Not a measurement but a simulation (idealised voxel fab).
process module | voxel lift off
cross-section cut | 245 nm wide | cells 5 nm
A cross-section is a grid of square cells, given in bands from the top down. A band is one or more rows of cells.
Each band's line starts with the height of the band's top and of its bottom, in nm. Then come its materials from left to right, each with its width in nm. One material with "throughout" fills the band from edge to edge. "air" is empty space.
Height 0 is the level under which the wafer as received is all one material. The lowest band goes on downwards, as in "0 down".
A width such as "30 to 40" changes by the same amount from each row of cells to the next, from the band's top row to its bottom row.
"no change" after a step means that no cell of the cross-section changed.
closed voids: empty space of 8 cells or more with no open way to the top, each as width x height at its distance from the left edge, in nm
after a step's settings: what the simulator itself notes on the step
overlay nm, on a step with a mask: how far to the right of its planned place the mask lay; to the left if negative
plan
1 op RECEIVE | material Si
2 op CONFORMAL_DEP | material SiO2 | thk nm 10
3 op PATTERN | tone open | mask id LINES | material resist | width nm 20 | pitch nm 45 | thk nm 30 | overlay nm 0
4 op DIRECTIONAL_DEP | material Ru | thk nm 15
5 op STRIP | etch materials resist
6 op CONFORMAL_DEP | material SiCN | thk nm 5
varied across the wafers: width nm of step 3. The plan shows the first wafer's value. All wafers start alike
first wafer as received, after step 1
  0 down: Si throughout
  closed voids: none
each wafer at the end: cells of each material gained (+) or lost (-) since it was received, then its closed voids
width nm 20 | +36 Ru | +67 SiCN | +98 SiO2 | closed voids: none
width nm 25 | +45 Ru | +67 SiCN | +98 SiO2 | closed voids: none
width nm 30 | +54 Ru | +67 SiCN | +98 SiO2 | closed voids: none
